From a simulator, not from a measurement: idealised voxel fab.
voxel transistor to metal: a process module
Xsec cut, 175 nm wide, square cell size 5 nm.
A cross-section is written here as square cells arranged in a grid, and it is given in bands from the top down, each band taking up one or more rows of cells. The band entry comprises the height of the band's top followed by the height of its bottom, expressed in nm, and subsequently the band's materials from left to right, each stated together with its width in nm. Where a single material is marked with the word "everywhere", that material fills the band from edge to edge. The word "air" represents empty space. Heights are expressed relative to 0, this being the level below which the as-received wafer comprises one material exclusively. The lowest band is unbounded in the downward direction and is denoted as in "0 down". You'd read "30..40" like this: the band's top row of cells is as wide as the first number, its bottom row is as wide as the second, and going down, every row changes width by the same amount as the row before did. Reading "no modifications" for a step: not a cell of the cross-section changed in it. "Voids lacking openings" lists enclosed empty spaces (at least 8 cells, no open path upward to the top), each as width x height at distance from the left edge, in nm. If you see something after the settings on a step's line, that's the simulator's own remark about that step. overlay nm, on a step with a mask: how far to the right of its planned place the mask lay; to the left if negative.

## Process steps foreseen in the plan
step 1: RECEIVE (material Si)
step 2: OXIDIZE (depth nm 5)
step 3: CONFORMAL_DEP (material SiN; thk nm 15)
step 4: MASKED_ETCH (tone cover; mask id ACTIVE; width nm 135; etch materials SiN; depth nm 15; overlay nm 0)
step 5: MASKED_ETCH (tone cover; mask id ACTIVE; width nm 135; etch materials SiO2; depth nm 5; overlay nm 0)
step 6: MASKED_ETCH (tone cover; mask id ACTIVE; width nm 135; etch materials Si; depth nm 30; overlay nm 0)
step 7: FILL_DEP (material SiO2; thk nm 10)
step 8: CMP (height nm 15)
step 9: SELECTIVE_ETCH (etch materials SiO2; depth nm 5)
step 10: STRIP (etch materials SiN)
step 11: SELECTIVE_ETCH (etch materials SiO2; depth nm 5)
step 12: OXIDIZE (depth nm 5)
step 13: DIRECTIONAL_DEP (material polySi; thk nm 25)
step 14: DIRECTIONAL_DEP (material SiCN; thk nm 15)
step 15: PATTERN (tone cover; mask id GATE; material resist; width nm 35; thk nm 20; overlay nm 0)
step 16: DIRECTIONAL_ETCH (etch materials SiCN; depth nm 25)
step 17: DIRECTIONAL_ETCH (etch materials polySi; depth nm 35)
step 18: STRIP (etch materials resist)
step 19: CONFORMAL_DEP (material SiO2; thk nm 5)
step 20: DIRECTIONAL_ETCH (etch materials SiO2; depth nm 5)
step 21: CONFORMAL_DEP (material SiN; thk nm 5)
step 22: DIRECTIONAL_ETCH (etch materials SiN; depth nm 5)
step 23: DIRECTIONAL_ETCH (etch materials SiO2; depth nm 5)
step 24: DIRECTIONAL_ETCH (etch materials Si; depth nm 5)
step 25: EPI (material SiGe; thk nm 10)
step 26: FILL_DEP (material SiO2; thk nm 10)
step 27: CMP (height nm 20)
step 28: STRIP (etch materials polySi)
step 29: SELECTIVE_ETCH (etch materials SiO2; depth nm 5)
step 30: CONFORMAL_DEP (material HfO2; thk nm 5)
step 31: CONFORMAL_DEP (material TiN; thk nm 5)
step 32: FILL_DEP (material W; thk nm 5)
step 33: CMP (height nm 15)
step 34: DIRECTIONAL_DEP (material SiO2; thk nm 10)
step 35: MASKED_ETCH (tone open; mask id CONTACT; width nm 20; pitch nm 95; etch materials SiO2; depth nm 30; overlay nm 0)
step 36: CONFORMAL_DEP (material TiN; thk nm 5)
step 37: FILL_DEP (material Ru; thk nm 10)
step 38: CMP (height nm 25)
step 39: DIRECTIONAL_DEP (material TiN; thk nm 5)
step 40: DIRECTIONAL_DEP (material Ru; thk nm 20)
step 41: DIRECTIONAL_DEP (material aC; thk nm 10)
step 42: PATTERN (tone cover; mask id METAL_1; material resist; width nm 20; pitch nm 95; thk nm 30; overlay nm 0)
step 43: DIRECTIONAL_ETCH (etch materials aC; depth nm 10)
step 44: STRIP (etch materials resist)
step 45: DIRECTIONAL_ETCH (etch materials Ru; depth nm 20)
step 46: DIRECTIONAL_ETCH (etch materials TiN; depth nm 5)
step 47: STRIP (etch materials aC)
step 48: FILL_DEP (material SiO2; thk nm 5)
step 49: CMP (height nm 50)
step 50: CONFORMAL_DEP (material SiCN; thk nm 5)
step 51: DIRECTIONAL_DEP (material lowk; thk nm 30)
step 52: MASKED_ETCH (tone open; mask id METAL_2; width nm 20; pitch nm 95; etch materials lowk; depth nm 20; overlay nm 0)
step 53: PATTERN (tone open; mask id METAL_2_HOLES; material resist; width nm 15; pitch nm 95; thk nm 15; overlay nm 0)
step 54: DIRECTIONAL_ETCH (etch materials lowk; depth nm 10)
step 55: DIRECTIONAL_ETCH (etch materials SiCN; depth nm 5)
step 56: STRIP (etch materials resist)
step 57: CONFORMAL_DEP (material TiN; thk nm 5)
step 58: FILL_DEP (material Cu; thk nm 5)
step 59: CMP (height nm 85)
step 60: CONFORMAL_DEP (material SiN; thk nm 5)

## Cross-section of the wafer at receipt, which is the condition after step 1
> 0 down  Si everywhere
> Voids lacking openings: none

## First of two wafers: cross-section at end of module, run per plan
> 90 to 85  SiN everywhere
> 85 to 70  lowk 30  TiN 5  Cu 10  TiN 5  lowk 75  TiN 5  Cu 10  TiN 5  lowk 30
> 70 to 65  lowk 30  TiN 5  Cu 5  TiN 10  lowk 75  TiN 5  Cu 5  TiN 10  lowk 30
> 65 to 55  lowk 30  TiN 5  Cu 5  TiN 5  lowk 80  TiN 5  Cu 5  TiN 5  lowk 35
> 55 to 50  SiCN 30  TiN 15  SiCN 80  TiN 15  SiCN 35
> 50 to 30  SiO2 30  Ru 20  SiO2 75  Ru 20  SiO2 30
> 30 to 25  SiO2 30  TiN 20  SiO2 75  TiN 20  SiO2 30
> 25 to 15  SiO2 30  TiN 5  Ru 10  TiN 5  SiO2 75  TiN 5  Ru 10  TiN 5  SiO2 30
> 15 to 5  SiO2 30  TiN 5  Ru 10  TiN 5  SiO2 10  SiN 5  HfO2 5  TiN 5  W 25  TiN 5  HfO2 5  SiN 5  SiO2 10  TiN 5  Ru 10  TiN 5  SiO2 30
> 5 to 0  SiO2 20  SiN 5  SiO2 5  TiN 10  Ru 5  TiN 5  SiO2 10  SiN 5  HfO2 5  TiN 5  W 25  TiN 5  HfO2 5  SiN 5  SiO2 10  TiN 5  Ru 5  TiN 10  SiO2 5  SiN 5  SiO2 20
> 0 to -5  SiO2 20  SiN 5  SiGe 10  TiN 15  SiGe 10  SiN 5  HfO2 5  TiN 35  HfO2 5  SiN 5  SiGe 10  TiN 15  SiGe 10  SiN 5  SiO2 20
> -5 to -10  SiO2 25  SiGe 35  SiO2 5  HfO2 45  SiO2 5  SiGe 35  SiO2 25
> -10 to -15  SiO2 20  Si 5  SiGe 35  Si 55  SiGe 35  Si 5  SiO2 20
> -15 to -35  SiO2 20  Si 135  SiO2 20
> -35 down  Si everywhere
> Voids lacking openings: none

## Cross-section, second wafer: same start as the first, same plan as the first, one mistake in running it; taken at the end of the module
> 90 to 85  SiN everywhere
> 85 to 70  lowk 30  TiN 5  Cu 10  TiN 5  lowk 75  TiN 5  Cu 10  TiN 5  lowk 30
> 70 to 65  lowk 30  TiN 5  Cu 5  TiN 10  lowk 75  TiN 5  Cu 5  TiN 10  lowk 30
> 65 to 55  lowk 30  TiN 5  Cu 5  TiN 5  lowk 80  TiN 5  Cu 5  TiN 5  lowk 35
> 55 to 50  SiCN 30  TiN 15  SiCN 80  TiN 15  SiCN 35
> 50 to 30  Ru 30  SiO2 20  Ru 75  SiO2 20  Ru 30
> 30 to 25  TiN 30  SiO2 20  TiN 75  SiO2 20  TiN 30
> 25 to 15  SiO2 30  TiN 5  Ru 10  TiN 5  SiO2 75  TiN 5  Ru 10  TiN 5  SiO2 30
> 15 to 5  SiO2 30  TiN 5  Ru 10  TiN 5  SiO2 10  SiN 5  HfO2 5  TiN 5  W 25  TiN 5  HfO2 5  SiN 5  SiO2 10  TiN 5  Ru 10  TiN 5  SiO2 30
> 5 to 0  SiO2 20  SiN 5  SiO2 5  TiN 10  Ru 5  TiN 5  SiO2 10  SiN 5  HfO2 5  TiN 5  W 25  TiN 5  HfO2 5  SiN 5  SiO2 10  TiN 5  Ru 5  TiN 10  SiO2 5  SiN 5  SiO2 20
> 0 to -5  SiO2 20  SiN 5  SiGe 10  TiN 15  SiGe 10  SiN 5  HfO2 5  TiN 35  HfO2 5  SiN 5  SiGe 10  TiN 15  SiGe 10  SiN 5  SiO2 20
> -5 to -10  SiO2 25  SiGe 35  SiO2 5  HfO2 45  SiO2 5  SiGe 35  SiO2 25
> -10 to -15  SiO2 20  Si 5  SiGe 35  Si 55  SiGe 35  Si 5  SiO2 20
> -15 to -35  SiO2 20  Si 135  SiO2 20
> -35 down  Si everywhere
> Voids lacking openings: none
Where did the run depart from the plan? contrary to plan, step 42 was performed as PATTERN (tone open; mask id METAL_1; material resist; width nm 20; pitch nm 95; thk nm 30; overlay nm 0)
Bottom line after processing is that, in cells, the second wafer is up or down on some materials versus the first: +76 Ru; -95 SiO2; +19 TiN
